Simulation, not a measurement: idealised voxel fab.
Presented below is a process module, voxel air gaps.
Section shown: cut. Width: 260 nm. Cell size: 5 nm, square.
When this document writes out a cross-section, it uses a grid of square cells and lists it as bands, beginning at the top and moving down, with a band standing for one or more rows of cells.
A band entry consists of two parts. The first gives the height of the band's top and the height of its bottom, in nm. The rest lists the band's materials from left to right, each with its width in nm. A single material labelled with the word "full width" fills the band from edge to edge, and the word "empty" marks empty space.
Zero point of the height axis is 0; under it, received wafer = one material. Lowest band: continues down indefinitely, "0 -> down".
Per-row width for "30..40": begins at first number (top row of band), ends at second number (bottom row), increment between rows held constant.
No cell of the cross-section changed in a step that is given as "remains unaltered".
The list in "Closed-off voids" covers empty spaces of 8 cells or more that cannot reach the top through any open way, and it gives each as width x height at distance; the distance is from the left edge, and width, height and distance are in nm.
Post-settings text on a step line: simulator's own remark regarding the step.
Regarding "overlay nm": on a step with a mask, it is the distance the mask lay to the right of its planned place; a negative value places it to the left.

### The following list gives the planned process steps
- 1: RECEIVE: material Si
- 2: CONFORMAL_DEP: material SiO2, thk nm 10
- 3: CONFORMAL_DEP: material SiCN, thk nm 5
- 4: DIRECTIONAL_DEP: material lowk, thk nm 35
- 5: DIRECTIONAL_DEP: material aC, thk nm 10
- 6: PATTERN: tone open, mask id LINES, material resist, width nm 25, pitch nm 55, thk nm 30, overlay nm 0
- 7: DIRECTIONAL_ETCH: etch materials aC, depth nm 10
- 8: STRIP: etch materials resist
- 9: DIRECTIONAL_ETCH: etch materials lowk, depth nm 35
- 10: STRIP: etch materials aC
- 11: CONFORMAL_DEP: material TiN, thk nm 5
- 12: FILL_DEP: material Ru, thk nm 10
- 13: CMP: height nm 50
- 14: EPI: material Ru, thk nm 10
- 15: SELECTIVE_ETCH: etch materials lowk, depth nm 45
- 16: CONFORMAL_DEP: material SiCN, thk nm 5

### Cross-section: wafer on arrival = after step 1
- 0 -> down: Si full width
- Closed-off voids: none

### Below is the wafer in cross-section after the module was completed. It began from the starting point shown above and followed the plan shown above, except that one mistake was made while running it
- 65 -> 60: empty 15  SiCN 230  empty 15
- 60 -> 50: empty 15  SiCN 5  Ru 220  SiCN 5  empty 15
- 50 -> 45: empty 15  SiCN 15  TiN 5  Ru 25  TiN 5  lowk 20  TiN 5  Ru 25  TiN 5  lowk 20  TiN 5  Ru 25  TiN 5  lowk 20  TiN 5  Ru 25  TiN 5  SiCN 15  empty 15
- 45 -> 20: empty 25  SiCN 5  TiN 5  Ru 25  TiN 5  lowk 20  TiN 5  Ru 25  TiN 5  lowk 20  TiN 5  Ru 25  TiN 5  lowk 20  TiN 5  Ru 25  TiN 5  SiCN 5  empty 25
- 20 -> 15: SiCN 30  TiN 35  lowk 20  TiN 35  lowk 20  TiN 35  lowk 20  TiN 35  SiCN 30
- 15 -> 10: SiCN full width
- 10 -> 0: SiO2 full width
- 0 -> down: Si full width
- Closed-off voids: none
Deviation from plan: planned and actual differ for step 6; actual: PATTERN: tone open, mask id LINES, material resist, width nm 35, pitch nm 55, thk nm 30, overlay nm 0
